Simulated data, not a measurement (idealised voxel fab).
The name of this process module is voxel transistor to metal.
Cross-section cut: width 265 nm, square cells of 5 nm.
For the purposes of this document, a cross-section shall be understood as a grid of square cells, specified as bands listed in top-to-bottom order, each band consisting of one or more rows of cells. A band entry consists of two parts. The first gives the height of the band's top and the height of its bottom, in nm. The rest lists the band's materials from left to right, each with its width in nm. A single material labelled with the word "throughout" fills the band from edge to edge, and the word "empty" marks empty space. A quick word on heights: they are counted from 0, and under that level the wafer as it came to us is one material throughout. The lowest band is different from the rest in having no bottom; it simply continues downward, written as in "0 down". Width spec "30 to 40" -> top row of cells at first value, bottom row at second value, equal per-row change in between. The cross-section has no changed cell in any step marked "nothing different". Look at "Trapped cavities" for the closed voids: empty spaces with no open path to the top, sized 8 cells or up. Each is width x height at distance, distance from the left edge, all nm. The remark found on a step's line after its settings is issued by the simulator itself and pertains to that step. The "overlay nm" setting may appear on a step's line; for a step that uses a mask, it gives how far to the right of its planned position the mask lay, and a negative value indicates the left.

PLANNED PROCESS STEPS
1 RECEIVE, material Si
2 CONFORMAL_DEP, material SiO2, thk nm 5
3 CONFORMAL_DEP, material SiN, thk nm 10
4 PATTERN, tone cover, mask id ACTIVE, material resist, width nm 105, pitch nm 125, thk nm 15, overlay nm 0
5 DIRECTIONAL_ETCH, etch materials SiN, depth nm 10
6 DIRECTIONAL_ETCH, etch materials SiO2, depth nm 5
7 DIRECTIONAL_ETCH, etch materials Si, depth nm 35
8 STRIP, etch materials resist
9 OXIDIZE, depth nm 5
10 FILL_DEP, material SiO2, thk nm 15
11 CMP, height nm 15
12 SELECTIVE_ETCH, etch materials SiO2, depth nm 5
13 STRIP, etch materials SiN
14 SELECTIVE_ETCH, etch materials SiO2, depth nm 5
15 OXIDIZE, depth nm 5
16 DIRECTIONAL_DEP, material polySi, thk nm 20
17 DIRECTIONAL_DEP, material SiCN, thk nm 15
18 PATTERN, tone cover, mask id GATE, material resist, width nm 25, pitch nm 125, thk nm 20, overlay nm 0
19 DIRECTIONAL_ETCH, etch materials SiCN, depth nm 25
20 DIRECTIONAL_ETCH, etch materials polySi, depth nm 30
21 STRIP, etch materials resist
22 CONFORMAL_DEP, material SiO2, thk nm 5
23 DIRECTIONAL_ETCH, etch materials SiO2, depth nm 5
24 CONFORMAL_DEP, material SiN, thk nm 5
25 DIRECTIONAL_ETCH, etch materials SiN, depth nm 5
26 DIRECTIONAL_ETCH, etch materials SiO2, depth nm 5
27 DIRECTIONAL_ETCH, etch materials Si, depth nm 15
28 EPI, material pSi, thk nm 20
29 FILL_DEP, material SiO2, thk nm 5
30 CMP, height nm 35
31 DIRECTIONAL_DEP, material SiO2, thk nm 15
32 MASKED_ETCH, tone open, mask id CONTACT, width nm 20, etch materials SiO2, depth nm 50, overlay nm 0
33 CONFORMAL_DEP, material TiN, thk nm 5
34 FILL_DEP, material W, thk nm 5
35 CMP, height nm 50
36 CONFORMAL_DEP, material SiCN, thk nm 5
37 DIRECTIONAL_DEP, material lowk, thk nm 20
38 MASKED_ETCH, tone open, mask id METAL_1, width nm 20, etch materials lowk, depth nm 20, overlay nm 0
39 MASKED_ETCH, tone open, mask id METAL_1, width nm 20, etch materials SiCN, depth nm 5, overlay nm 0
40 CONFORMAL_DEP, material TiN, thk nm 5
41 FILL_DEP, material Cu, thk nm 5
42 CMP, height nm 75
43 CONFORMAL_DEP, material SiCN, thk nm 5
44 DIRECTIONAL_DEP, material lowk, thk nm 35
45 PATTERN, tone open, mask id METAL_2_HOLES, material resist, width nm 15, pitch nm 125, thk nm 15, overlay nm 0
46 DIRECTIONAL_ETCH, etch materials lowk, depth nm 35
47 STRIP, etch materials resist
48 DIRECTIONAL_DEP, material aC, thk nm 10
49 PATTERN, tone open, mask id METAL_2, material resist, width nm 20, pitch nm 125, thk nm 25, overlay nm 0
50 DIRECTIONAL_ETCH, etch materials aC, depth nm 10
51 STRIP, etch materials resist
52 DIRECTIONAL_ETCH, etch materials lowk, depth nm 20
53 DIRECTIONAL_ETCH, etch materials SiCN, depth nm 5
54 STRIP, etch materials aC
55 CONFORMAL_DEP, material TiN, thk nm 5
56 FILL_DEP, material Cu, thk nm 10
57 CMP, height nm 115
58 CONFORMAL_DEP, material SiN, thk nm 5
Wafer-to-wafer difference: width nm, step 32. Common start. Plan = first wafer's value.

AS RECEIVED, I.E. AFTER STEP 1: CROSS-SECTION THROUGH THE FIRST OF SEVERAL WAFERS
> 0 down: Si throughout
> Trapped cavities: none

WAFER ROWS; END OF MODULE; CELLS PER MATERIAL SINCE RECEIPT: (+) GAINED, (-) LOST; THEN CLOSED VOIDS
width nm 20, +52 Cu, -218 Si, +114 SiCN, +85 SiN, +406 SiO2, +148 TiN, +48 W, +469 lowk, +128 pSi, +40 polySi, Trapped cavities: none
width nm 25, +52 Cu, -218 Si, +114 SiCN, +85 SiN, +380 SiO2, +158 TiN, +64 W, +469 lowk, +128 pSi, +40 polySi, Trapped cavities: none
width nm 30, +52 Cu, -218 Si, +114 SiCN, +85 SiN, +354 SiO2, +168 TiN, +80 W, +469 lowk, +128 pSi, +40 polySi, Trapped cavities: none
width nm 35, +52 Cu, -218 Si, +114 SiCN, +85 SiN, +316 SiO2, +190 TiN, +96 W, +469 lowk, +128 pSi, +40 polySi, Trapped cavities: none
width nm 40, +52 Cu, -218 Si, +114 SiCN, +85 SiN, +278 SiO2, +212 TiN, +112 W, +469 lowk, +128 pSi, +40 polySi, Trapped cavities: none
width nm 45, +52 Cu, -218 Si, +114 SiCN, +85 SiN, +252 SiO2, +218 TiN, +132 W, +469 lowk, +128 pSi, +40 polySi, Trapped cavities: none
